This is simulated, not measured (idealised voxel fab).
Documented hereafter: the process module known as voxel tone inversion.
Cross-sectional view cut (width: 190 nm; square cell size: 5 nm).
Format of a cross-section: grid, square cells. Given as bands. Order: top down. Band: one or more rows of cells.
Within each band entry, the heights of the top and of the bottom of the band appear first, in that order and in nm; the materials of the band then follow from left to right, each with its corresponding width in nm. The designation "full width" on a single material indicates that it fills the band from edge to edge; the designation "empty" indicates empty space.
Note: height 0 marks the level under which the wafer is uniformly one material as received. Lowest band unbounded below, written "from 0 down".
The notation "30->40" denotes a width that varies across the rows of cells in the band, beginning at the first number in the top row, finishing at the second number in the bottom row, and changing by an identical amount from each row to the next.
Where the words "changes: none" appear for a step, the cross-section shows no cell changed by that step; every cell remained as before.
Reported under the label "Trapped void list" are the empty spaces having no open way to the top and comprising 8 cells or more; the notation for each is width x height at distance, in which the distance is measured from the left edge and all three values are in nm.
after a step's settings: what the simulator itself notes on the step
The line of a step may include "overlay nm". On a step with a mask, this value is how far to the right of its planned place the mask lay. A negative value means the mask lay to the left.

Process steps (planned)
| 1 | RECEIVE (material Si) |
| 2 | CONFORMAL_DEP (material SiN; thk nm 5) |
| 3 | DIRECTIONAL_DEP (material aC; thk nm 20) |
| 4 | PATTERN (tone cover; mask id POSTS; material resist; width nm 25; pitch nm 50; thk nm 30; overlay nm 0) |
| 5 | DIRECTIONAL_ETCH (etch materials aC; depth nm 20) |
| 6 | STRIP (etch materials resist) |
| 7 | FILL_DEP (material lowk; thk nm 10) |
| 8 | CMP (height nm 25) |
| 9 | STRIP (etch materials aC) |
| 10 | CONFORMAL_DEP (material TiN; thk nm 5) |
| 11 | FILL_DEP (material W; thk nm 10) |
| 12 | CMP (height nm 25) |
| 13 | CONFORMAL_DEP (material SiCN; thk nm 5) |

First of the two wafers, run per plan

So this is the incoming wafer in cross-section - it's already been through step 1
> from 0 down = Si full width
> Trapped void list: none

Step 2 done - wafer cross-section
> from 5 to 0 = SiN full width
> Heights below 0 show no change.

Step 3 done - wafer cross-section
> from 25 to 5 = aC full width
> Heights below 5 show no change.

Step 4 done - wafer cross-section
> from 55 to 25 = 55 empty / 25 resist / 25 empty / 25 resist / 60 empty
> Heights below 25 show no change.

Step 5 done - wafer cross-section
> from 35 to 25 = 55 empty / 25 resist / 25 empty / 25 resist / 60 empty
> from 25 to 5 = 55 empty / 25 aC / 25 empty / 25 aC / 60 empty
> Heights below 5 show no change.

Step 6 done - wafer cross-section
> from 25 to 5 = 55 empty / 25 aC / 25 empty / 25 aC / 60 empty
> Heights below 5 show no change.

Step 7 done - wafer cross-section
> from 35 to 25 = lowk full width
> from 25 to 5 = 55 lowk / 25 aC / 25 lowk / 25 aC / 60 lowk
> Heights below 5 show no change.

Step 8 done - wafer cross-section
> from 25 to 5 = 55 lowk / 25 aC / 25 lowk / 25 aC / 60 lowk
> Heights below 5 show no change.

Step 9 done - wafer cross-section
> from 25 to 5 = 55 lowk / 25 empty / 25 lowk / 25 empty / 60 lowk
> Heights below 5 show no change.

Step 10 done - wafer cross-section
> from 30 to 25 = 60 TiN / 15 empty / 35 TiN / 15 empty / 65 TiN
> from 25 to 10 = 55 lowk / 5 TiN / 15 empty / 5 TiN / 25 lowk / 5 TiN / 15 empty / 5 TiN / 60 lowk
> from 10 to 5 = 55 lowk / 25 TiN / 25 lowk / 25 TiN / 60 lowk
> Heights below 5 show no change.

Step 11 done - wafer cross-section
> from 40 to 30 = W full width
> from 30 to 25 = 60 TiN / 15 W / 35 TiN / 15 W / 65 TiN
> from 25 to 10 = 55 lowk / 5 TiN / 15 W / 5 TiN / 25 lowk / 5 TiN / 15 W / 5 TiN / 60 lowk
> Heights below 10 show no change.

Step 12 done - wafer cross-section
> from 25 to 10 = 55 lowk / 5 TiN / 15 W / 5 TiN / 25 lowk / 5 TiN / 15 W / 5 TiN / 60 lowk
> Heights below 10 show no change.

Step 13 done - wafer cross-section
> from 30 to 25 = SiCN full width
> Heights below 25 show no change.

Wafer two. Same start, same plan, one slip in execution. Same as wafer one through step 1, inclusive

Second wafer: cross-section at the scheduled end of step 2
> from 20 to 0 = aC full width
> Heights below 0 show no change.

Second wafer: cross-section at the scheduled end of step 3
> from 25 to 20 = SiN full width
> Heights below 20 show no change.

Second wafer: cross-section at the scheduled end of step 4
> from 55 to 25 = 55 empty / 25 resist / 25 empty / 25 resist / 60 empty
> Heights below 25 show no change.

Second wafer: cross-section at the scheduled end of step 5
> from 35 to 25 = 55 empty / 25 resist / 25 empty / 25 resist / 60 empty
> Heights below 25 show no change.

Second wafer: cross-section at the scheduled end of step 6
> from 25 to 20 = SiN full width
> Heights below 20 show no change.

Second wafer: cross-section at the scheduled end of step 7
> from 35 to 25 = lowk full width
> Heights below 25 show no change.

Second wafer: cross-section at the scheduled end of step 8
> from 25 to 20 = SiN full width
> Heights below 20 show no change.

Second wafer: cross-section at the scheduled end of step 9: changes: none

Second wafer: cross-section at the scheduled end of step 10
> from 30 to 25 = TiN full width
> Heights below 25 show no change.

Second wafer: cross-section at the scheduled end of step 11
> from 40 to 30 = W full width
> Heights below 30 show no change.

Second wafer: cross-section at the scheduled end of step 12
> from 25 to 20 = SiN full width
> Heights below 20 show no change.

Second wafer: cross-section at the scheduled end of step 13
> from 30 to 25 = SiCN full width
> Heights below 25 show no change.
What was the processing mistake? note: step 2 <-> step 3, run order reversed vs plan
Final cells, second wafer relative to first, materials higher or lower: TiN: 22 fewer; W: 18 fewer; aC: 152 more; lowk: 112 fewer
